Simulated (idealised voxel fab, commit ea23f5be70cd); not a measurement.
You're looking at the process module voxel released beams.
Square cell edge 5 nm, section width 300 nm, ID cut.
Think of the cross-section as a grid of square cells. We describe it in bands, top to bottom, and each band covers one or more rows of those cells. Within each band entry, the heights of the top and of the bottom of the band appear first, in that order and in nm; the materials of the band then follow from left to right, each with its corresponding width in nm. The designation "all across" on a single material indicates that it fills the band from edge to edge; the designation "air" indicates empty space. Convention: height 0 is the level below which the wafer, as received, is all one material. The lowest band does not terminate at the bottom but continues downward, represented as "0 down". Graded width ("30..40"): value in top row of band = first number; value in bottom row = second number; row-to-row change constant. Reading "remained the same" for a step: not a cell of the cross-section changed in it. "Entrapped voids" enumerates empty spaces isolated from the top, with no open way to it, that contain at least 8 cells, giving each as width x height at distance from the left edge, all three in nm. It should be noted that, on the line of a given step, the content following the step's settings is a remark produced by the simulator itself with respect to that step. overlay nm: mask right of planned place by this much (step with mask). Neg. = left.

### Planned process steps
1) RECEIVE,material Si
2) CONFORMAL_DEP,material Al2O3,thk nm 10
3) DIRECTIONAL_DEP,material SiO2,thk nm 15
4) MASKED_ETCH,tone open,mask id ANCHOR,width nm 35,etch materials SiO2,depth nm 15,overlay nm 0
5) CONFORMAL_DEP,material W,thk nm 10
6) PATTERN,tone cover,mask id BEAM,material resist,width nm 100,thk nm 20,overlay nm 0
7) DIRECTIONAL_ETCH,etch materials W,depth nm 10
8) STRIP,etch materials resist
9) STRIP,etch materials SiO2

### As-received wafer cross-section (after step 1)
    0 down  Si all across
    Entrapped voids: none

### Run as planned - first of the two wafers cross-sectioned at the end of the module
    35 to 25  air (95) | W (15) | air (15) | W (70) | air (105)
    25 to 20  air (100) | W (10) | air (15) | W (10) | air (165)
    20 to 10  air (100) | W (35) | air (165)
    10 to 0  Al2O3 all across
    0 down  Si all across
    Entrapped voids: none

### Second of two wafers, module complete, sectioned: it shares the first wafer's start and plan but was run with one mistake
    35 to 25  air (95) | W (50) | air (155)
    25 to 20  air (90) | W (10) | SiO2 (35) | W (10) | air (155)
    20 to 10  air (90) | W (10) | SiO2 (35) | W (60) | air (105)
    10 to 0  Al2O3 all across
    0 down  Si all across
    Entrapped voids: none
what went wrong: step 4 went in with a setting other than planned; the actual run was MASKED_ETCH,tone cover,mask id ANCHOR,width nm 35,etch materials SiO2,depth nm 15,overlay nm 0
End check, counted in cells, second wafer has more or fewer of these materials than the first: +21 SiO2
